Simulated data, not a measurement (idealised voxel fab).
The name of this process module is voxel gate over fins.
Square cells of 5 nm make up the cross-section cut, whose width is 155 nm.
Cross-section, as written here: a square-cell grid given band by band from the top down, where a band holds one or more rows of cells. In this notation a band is specified by the heights of its top and bottom, in that order and in nm, after which its materials appear from left to right, each paired with its width in nm. The word "everywhere" attached to a single material means that material fills the band from edge to edge; the word "empty" stands for empty space. The reference from which all heights are counted is 0, the level beneath which the as-received wafer is entirely one material; the lowest band, having no lower bound, proceeds downward and is written after the example "0 down". Graded width ("30 to 40"): value in top row of band = first number; value in bottom row = second number; row-to-row change constant. "nothing different" (step): cross-section cells unchanged, all of them. The list in "Cavities, sealed" covers empty spaces of 8 cells or more that cannot reach the top through any open way, and it gives each as width x height at distance; the distance is from the left edge, and width, height and distance are in nm. That trailing text on a step's line, after the settings, is the simulator's own remark on the step. overlay nm: mask right of planned place by this much (step with mask). Neg. = left.

The process steps that were planned are listed below
1 RECEIVE with material Si
2 CONFORMAL_DEP with material SiN, thk nm 10
3 MASKED_ETCH with tone cover, mask id FINS, width nm 15, pitch nm 55, etch materials SiN, depth nm 10, overlay nm -15
4 MASKED_ETCH with tone cover, mask id FINS, width nm 15, pitch nm 55, etch materials Si, depth nm 30, overlay nm 0
5 FILL_DEP with material SiO2, thk nm 10
6 CMP with height nm 10
7 DIRECTIONAL_DEP with material aC, thk nm 10
8 PATTERN with tone open, mask id RAIL, material resist, width nm 15, thk nm 25, overlay nm 0
9 DIRECTIONAL_ETCH with etch materials aC, depth nm 10
10 STRIP with etch materials resist
11 DIRECTIONAL_ETCH with etch materials SiO2, depth nm 35
12 STRIP with etch materials aC
13 CONFORMAL_DEP with material TiN, thk nm 5
14 FILL_DEP with material W, thk nm 5
15 CMP with height nm 10
16 SELECTIVE_ETCH with etch materials W Ru TiN, depth nm 30
17 FILL_DEP with material SiO2, thk nm 5
18 CMP with height nm 10
19 SELECTIVE_ETCH with etch materials SiO2, depth nm 25
20 STRIP with etch materials SiN
21 CONFORMAL_DEP with material HfO2, thk nm 5
22 CONFORMAL_DEP with material TiN, thk nm 5
23 FILL_DEP with material W, thk nm 15
24 CMP with height nm 20
25 CONFORMAL_DEP with material SiCN, thk nm 10
Same starting wafers, different overlay nm at step 3. Plan value belongs to the first wafer.

The first of several wafers in cross-section, exactly as it reached us after step 1
- 0 down | Si everywhere
- Cavities, sealed: none

Take any row and you have a wafer at the end of the module: how many cells of each material it has gained (+) or lost (-) since it was received, and then its closed voids
overlay nm -15; +43 HfO2; -114 Si; +62 SiCN; +54 SiO2; +46 TiN; +95 W; Cavities, sealed: none
overlay nm -10; +43 HfO2; -126 Si; +62 SiCN; +60 SiO2; +46 TiN; +101 W; Cavities, sealed: none
overlay nm -5; +43 HfO2; -138 Si; +62 SiCN; +66 SiO2; +46 TiN; +107 W; Cavities, sealed: none
overlay nm 0; +43 HfO2; -150 Si; +62 SiCN; +72 SiO2; +46 TiN; +113 W; Cavities, sealed: none
overlay nm 5; +43 HfO2; -138 Si; +62 SiCN; +66 SiO2; +46 TiN; +107 W; Cavities, sealed: none
overlay nm 10; +43 HfO2; -126 Si; +62 SiCN; +60 SiO2; +46 TiN; +101 W; Cavities, sealed: none
overlay nm 15; +43 HfO2; -114 Si; +62 SiCN; +55 SiO2; +45 TiN; +95 W; Cavities, sealed: none
